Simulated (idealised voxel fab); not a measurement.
You're looking at the process module voxel plated lines.
Each square cell in cross-section cut measures 5 nm, and the section as a whole is 275 nm wide.
A cross-section in this document is a grid of square cells, and it is written down as bands, the top band listed before the ones below it; a band is made up of one or more rows of cells.
Heights first: top, then bottom, in nm. Then materials, left to right, each with a width in nm. "everywhere" on a single material: fills the band edge to edge. "empty": empty space.
Note: height 0 marks the level under which the wafer is uniformly one material as received. Lowest band unbounded below, written "0 down".
Quick explanation for "30 to 40": the width changes in equal steps down the rows of cells, from the first number in the band's top row to the second number in its bottom row.
Given "stayed the same" for a step, no cell of the cross-section differs between before and after that step.
Look at "Closed void catalog" for the closed voids: empty spaces with no open path to the top, sized 8 cells or up. Each is width x height at distance, distance from the left edge, all nm.
Note: text after step settings on the step line = simulator remark on that step.
For masked steps, "overlay nm" on the step line gives how far right of plan the mask actually lay; a minus sign means it lay to the left.
# List of planned process steps
| 1 | RECEIVE | material Si |
| 2 | CONFORMAL_DEP | material Al2O3 | thk nm 5 |
| 3 | DIRECTIONAL_DEP | material TiN | thk nm 5 |
| 4 | PATTERN | tone open | mask id LINES | material resist | width nm 30 | pitch nm 45 | thk nm 25 | overlay nm 0 |
| 5 | EPI | material Ru | thk nm 10 |
| 6 | EPI | material Ru | thk nm 10 |
| 7 | STRIP | etch materials resist |
| 8 | DIRECTIONAL_ETCH | etch materials TiN | depth nm 5 |
| 9 | CONFORMAL_DEP | material SiO2 | thk nm 5 |
# As received (post step 1): cross-section
    0 down = Si everywhere
    Closed void catalog: none
# As-planned run: cross-section of the first of two wafers at end of module
    35 to 30 = empty=95 | SiO2=40 | empty=5 | SiO2=40 | empty=95
    30 to 10 = empty=95 | SiO2=5 | Ru=30 | SiO2=5 | empty=5 | SiO2=5 | Ru=30 | SiO2=5 | empty=95
    10 to 5 = SiO2=100 | TiN=30 | SiO2=15 | TiN=30 | SiO2=100
    5 to 0 = Al2O3 everywhere
    0 down = Si everywhere
    Closed void catalog: none
# Here is the second of the two wafers cut open at the end of the module - same start, same plan as the first one, but we made one mistake running it
    35 to 10 = empty=95 | Ru=40 | empty=5 | Ru=40 | empty=95
    10 to 5 = Ru=100 | TiN=30 | Ru=15 | TiN=30 | Ru=100
    5 to 0 = Al2O3 everywhere
    0 down = Si everywhere
    Closed void catalog: none
So what did we get wrong on this run? planned and actual differ for step 9; actual: CONFORMAL_DEP | material Ru | thk nm 5
Per the end-of-run cell counts, the second wafer holds more or fewer of some materials than the first: +75 Ru; -75 SiO2
